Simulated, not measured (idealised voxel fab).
process module | voxel self aligned vias
cross-section cut | 235 nm wide | cells 5 nm
A cross-section is a grid of square cells, given in bands from the top down. A band is one or more rows of cells.
Each band's line starts with the height of the band's top and of its bottom, in nm. Then come its materials from left to right, each with its width in nm. One material with "throughout" fills the band from edge to edge. "air" is empty space.
Height 0 is the level under which the wafer as received is all one material. The lowest band goes on downwards, as in "0 down".
A width such as "30 to 40" changes by the same amount from each row of cells to the next, from the band's top row to its bottom row.
"no change" after a step means that no cell of the cross-section changed.
closed voids: empty space of 8 cells or more with no open way to the top, each as width x height at its distance from the left edge, in nm
after a step's settings: what the simulator itself notes on the step
overlay nm, on a step with a mask: how far to the right of its planned place the mask lay; to the left if negative
plan
1 op RECEIVE | material Si
2 op CONFORMAL_DEP | material SiO2 | thk nm 10
3 op CONFORMAL_DEP | material SiCN | thk nm 5
4 op DIRECTIONAL_DEP | material lowk | thk nm 30
5 op DIRECTIONAL_DEP | material aC | thk nm 10
6 op PATTERN | tone open | mask id LINES | material resist | width nm 20 | pitch nm 45 | thk nm 25 | overlay nm 0
7 op DIRECTIONAL_ETCH | etch materials aC | depth nm 10
8 op STRIP | etch materials resist
9 op DIRECTIONAL_ETCH | etch materials lowk | depth nm 30
10 op STRIP | etch materials aC
11 op CONFORMAL_DEP | material TiN | thk nm 5
12 op FILL_DEP | material W | thk nm 5
13 op CMP | height nm 45
14 op SELECTIVE_ETCH | etch materials W Ru TiN | depth nm 10
15 op FILL_DEP | material SiN | thk nm 10
16 op CMP | height nm 45
17 op DIRECTIONAL_DEP | material lowk | thk nm 20
18 op MASKED_ETCH | tone open | mask id VIAS | width nm 30 | etch materials lowk | depth nm 20 | overlay nm 0
19 op MASKED_ETCH | tone open | mask id VIAS | width nm 30 | etch materials SiN | depth nm 10 | overlay nm 0
20 op CONFORMAL_DEP | material TiN | thk nm 5
21 op FILL_DEP | material Cu | thk nm 5
22 op CMP | height nm 65
23 op CONFORMAL_DEP | material SiCN | thk nm 5
as received, after step 1
  0 down: Si throughout
  closed voids: none
a wafer at the end: this start, this plan, one mistake
  70 to 65: SiCN throughout
  65 to 50: lowk 80 | TiN 5 | Cu 20 | TiN 5 | lowk 125
  50 to 45: lowk 80 | TiN 5 | Cu 10 | TiN 15 | lowk 125
  45 to 40: lowk 80 | TiN 5 | Cu 10 | TiN 5 | lowk 25 | SiN 20 | lowk 90
  40 to 35: lowk 80 | TiN 20 | lowk 25 | SiN 20 | lowk 90
  35 to 20: lowk 80 | TiN 5 | W 10 | TiN 5 | lowk 25 | TiN 5 | W 10 | TiN 5 | lowk 90
  20 to 15: lowk 80 | TiN 20 | lowk 25 | TiN 20 | lowk 90
  15 to 10: SiCN throughout
  10 to 0: SiO2 throughout
  0 down: Si throughout
  closed voids: none
what went wrong: step 6 ran as: op PATTERN | tone open | mask id LINES | material resist | width nm 20 | pitch nm 45 | thk nm 25 | overlay nm -5
